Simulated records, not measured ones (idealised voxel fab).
process module | voxel local oxidation
cross-section cut | 185 nm wide | cells 5 nm
A cross-section is a grid of square cells, given in bands from the top down. A band is one or more rows of cells.
Each band's line starts with the height of the band's top and of its bottom, in nm. Then come its materials from left to right, each with its width in nm. One material with "throughout" fills the band from edge to edge. "air" is empty space.
Height 0 is the level under which the wafer as received is all one material. The lowest band goes on downwards, as in "0 down".
A width such as "30 to 40" changes by the same amount from each row of cells to the next, from the band's top row to its bottom row.
"no change" after a step means that no cell of the cross-section changed.
closed voids: empty space of 8 cells or more with no open way to the top, each as width x height at its distance from the left edge, in nm
after a step's settings: what the simulator itself notes on the step
overlay nm, on a step with a mask: how far to the right of its planned place the mask lay; to the left if negative
plan
1 op RECEIVE | material Si
2 op CONFORMAL_DEP | material SiO2 | thk nm 5
3 op CONFORMAL_DEP | material SiN | thk nm 10
4 op MASKED_ETCH | tone cover | mask id ACTIVE | width nm 80 | etch materials SiN | depth nm 10 | overlay nm 0
5 op SELECTIVE_ETCH | etch materials SiO2 | depth nm 5
6 op OXIDIZE | depth nm 10
7 op STRIP | etch materials SiN
varied across the wafers: width nm of step 4. The plan shows the first wafer's value. All wafers start alike
first wafer as received, after step 1
  0 down: Si throughout
  closed voids: none
first wafer at the end, after step 7
  5 to 0: air 55 | SiO2 70 | air 60
  0 to -10: SiO2 65 | Si 50 | SiO2 70
  -10 down: Si throughout
  closed voids: none
last wafer at the end
  5 to 0: air 45 | SiO2 95 | air 45
  0 to -10: SiO2 55 | Si 75 | SiO2 55
  -10 down: Si throughout
  closed voids: none
each wafer at the end: cells of each material gained (+) or lost (-) since it was received, then its closed voids
width nm 80 | -54 Si | +68 SiO2 | closed voids: none
width nm 85 | -52 Si | +67 SiO2 | closed voids: none
width nm 90 | -50 Si | +66 SiO2 | closed voids: none
width nm 95 | -48 Si | +65 SiO2 | closed voids: none
width nm 100 | -46 Si | +64 SiO2 | closed voids: none
width nm 105 | -44 Si | +63 SiO2 | closed voids: none
